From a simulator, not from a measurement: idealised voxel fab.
This section sets out a process module, namely voxel fin reveal.
It is cross-section cut that appears here, measuring 205 nm in width, its square cells being 5 nm in size.
Cross-section, as written here: a square-cell grid given band by band from the top down, where a band holds one or more rows of cells. The entry gives the band's vertical extent as a top height and a bottom height in nm, then its horizontal make-up as materials from left to right, each with a width in nm. "empty" stands for empty space; a single material marked "edge to edge" fills the band edge to edge. Ref level 0: as-received wafer is one material below here. Bottom band extends down with no lower bound ("0..down"). You'd read "30..40" like this: the band's top row of cells is as wide as the first number, its bottom row is as wide as the second, and going down, every row changes width by the same amount as the row before did. Take "identical to before" at face value: in the step it is given for, the cross-section changed in none of its cells. In "Closed void catalog" the enclosed voids are listed, meaning empty spaces of 8 cells or larger without any opening to the top. The form is width x height at distance, distance from the left edge, units nm. Note: text after step settings on the step line = simulator remark on that step. Among the settings permitted on a step's line is "overlay nm"; applied to a step with a mask, it specifies the extent to which the mask lay to the right of its planned position, whereas a negative figure signifies a position to the left.

-- Process steps - plan
1 RECEIVE,material Si
2 CONFORMAL_DEP,material SiN,thk nm 5
3 DIRECTIONAL_DEP,material aC,thk nm 10
4 PATTERN,tone cover,mask id FINS,material resist,width nm 15,pitch nm 45,thk nm 30,overlay nm 0
5 DIRECTIONAL_ETCH,etch materials aC,depth nm 10
6 STRIP,etch materials resist
7 DIRECTIONAL_ETCH,etch materials SiN,depth nm 5
8 DIRECTIONAL_ETCH,etch materials Si,depth nm 35
9 STRIP,etch materials aC
10 FILL_DEP,material SiO2,thk nm 15
11 CMP,height nm 5
12 SELECTIVE_ETCH,etch materials SiO2,depth nm 5
13 STRIP,etch materials SiN
14 CONFORMAL_DEP,material HfO2,thk nm 5
The plan's step 12 depth nm is the first wafer's value; the wafers differ in this setting and start identical.

-- Cross-section, first of several wafers, as delivered after step 1
    0..down: Si edge to edge
    Closed void catalog: none

-- Heads up, this table goes wafer by wafer. A row tells you, at the end of the module, how many cells of each material that wafer has put on (+) or dropped (-) since it was received, and then its closed voids
depth nm 5; +41 HfO2; -224 Si; +224 SiO2; Closed void catalog: none
depth nm 10; +47 HfO2; -224 Si; +192 SiO2; Closed void catalog: none
depth nm 15; +53 HfO2; -224 Si; +160 SiO2; Closed void catalog: none
depth nm 20; +59 HfO2; -224 Si; +128 SiO2; Closed void catalog: none
depth nm 25; +65 HfO2; -224 Si; +96 SiO2; Closed void catalog: none
depth nm 30; +71 HfO2; -224 Si; +64 SiO2; Closed void catalog: none
